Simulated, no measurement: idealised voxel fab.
Process module under the name voxel fin reveal
For reference, the cross-section in this document is cut, with width 250 nm and square cells of 5 nm.
Cross-section, as written here: a square-cell grid given band by band from the top down, where a band holds one or more rows of cells. The entry gives the band's vertical extent as a top height and a bottom height in nm, then its horizontal make-up as materials from left to right, each with a width in nm. "empty" stands for empty space; a single material marked "throughout" fills the band edge to edge. Heights are measured from 0, the level below which the as-received wafer is all one material; the lowest band has no bottom and continues downward, written as in "0 -> down". Width spec "30..40" -> top row of cells at first value, bottom row at second value, equal per-row change in between. Key: "same as before" - step with no changed cell in the cross-section. Look at "Cavities, sealed" for the closed voids: empty spaces with no open path to the top, sized 8 cells or up. Each is width x height at distance, distance from the left edge, all nm. What comes after the settings on a step's line is commentary from the simulator itself on that step. What "overlay nm" on a step's line means: if the step has a mask, that mask lay this far to the right of its planned place, or, when the value is negative, to the left.
Steps planned for the process
1. op RECEIVE | material Si
2. op CONFORMAL_DEP | material SiN | thk nm 10
3. op DIRECTIONAL_DEP | material aC | thk nm 10
4. op PATTERN | tone cover | mask id FINS | material resist | width nm 15 | pitch nm 40 | thk nm 25 | overlay nm 0
5. op DIRECTIONAL_ETCH | etch materials aC | depth nm 10
6. op STRIP | etch materials resist
7. op DIRECTIONAL_ETCH | etch materials SiN | depth nm 10
8. op DIRECTIONAL_ETCH | etch materials Si | depth nm 40
9. op STRIP | etch materials aC
10. op OXIDIZE | depth nm 5
11. op FILL_DEP | material SiO2 | thk nm 15
12. op CMP | height nm 10
13. op SELECTIVE_ETCH | etch materials SiO2 | depth nm 20
14. op STRIP | etch materials SiN
The cross-section here shows the wafer as received, i.e. in its state after step 1
> 0 -> down  Si throughout
> Cavities, sealed: none
Run as planned - first of the two wafers cross-sectioned at the end of the module
> 0 -> -10  100 of empty  5 of Si  35 of empty  5 of Si  105 of empty
> -10 -> -45  100 of SiO2  5 of Si  35 of SiO2  5 of Si  105 of SiO2
> -45 -> down  Si throughout
> Cavities, sealed: none
Second of two wafers, module complete, sectioned: it shares the first wafer's start and plan but was run with one mistake
> 0 -> -10  90 of empty  5 of Si  35 of empty  5 of Si  115 of empty
> -10 -> -45  90 of SiO2  5 of Si  35 of SiO2  5 of Si  115 of SiO2
> -45 -> down  Si throughout
> Cavities, sealed: none
Heads up, the wafer didn't run the way we planned it: contrary to plan, step 4 was performed as op PATTERN | tone cover | mask id FINS | material resist | width nm 15 | pitch nm 40 | thk nm 25 | overlay nm -10
Both wafers, final: cells per material equal; arrangement not.
